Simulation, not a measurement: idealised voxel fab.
process module | voxel spacer lines
cross-section cut | 280 nm wide | cells 5 nm
A cross-section is a grid of square cells, given in bands from the top down. A band is one or more rows of cells.
Each band's line starts with the height of the band's top and of its bottom, in nm. Then come its materials from left to right, each with its width in nm. One material with "throughout" fills the band from edge to edge. "air" is empty space.
Height 0 is the level under which the wafer as received is all one material. The lowest band goes on downwards, as in "0 down".
A width such as "30 to 40" changes by the same amount from each row of cells to the next, from the band's top row to its bottom row.
"no change" after a step means that no cell of the cross-section changed.
closed voids: empty space of 8 cells or more with no open way to the top, each as width x height at its distance from the left edge, in nm
after a step's settings: what the simulator itself notes on the step
overlay nm, on a step with a mask: how far to the right of its planned place the mask lay; to the left if negative
plan
1 op RECEIVE | material Si
2 op CONFORMAL_DEP | material Al2O3 | thk nm 5
3 op DIRECTIONAL_DEP | material SiN | thk nm 15
4 op DIRECTIONAL_DEP | material polySi | thk nm 25
5 op PATTERN | tone cover | mask id MANDREL | material resist | width nm 25 | pitch nm 70 | thk nm 30 | overlay nm 0
6 op DIRECTIONAL_ETCH | etch materials polySi | depth nm 25
7 op STRIP | etch materials resist
8 op CONFORMAL_DEP | material SiO2 | thk nm 10
9 op DIRECTIONAL_ETCH | etch materials SiO2 | depth nm 10
10 op STRIP | etch materials polySi
11 op DIRECTIONAL_ETCH | etch materials SiN | depth nm 15
12 op STRIP | etch materials SiO2
as received, after step 1
  0 down: Si throughout
  closed voids: none
first wafer at the end, as planned
  20 to 5: air 45 | SiN 10 | air 25 | SiN 10 | air 25 | SiN 10 | air 25 | SiN 10 | air 25 | SiN 10 | air 25 | SiN 10 | air 50
  5 to 0: Al2O3 throughout
  0 down: Si throughout
  closed voids: none
second wafer at the end: like start, like plan, one mistake
  30 to 5: polySi throughout
  5 to 0: Al2O3 throughout
  0 down: Si throughout
  closed voids: none
what went wrong: steps 3 and 4 were swapped
at the end the second wafer has, in cells: 36 fewer of SiN | 280 more of polySi
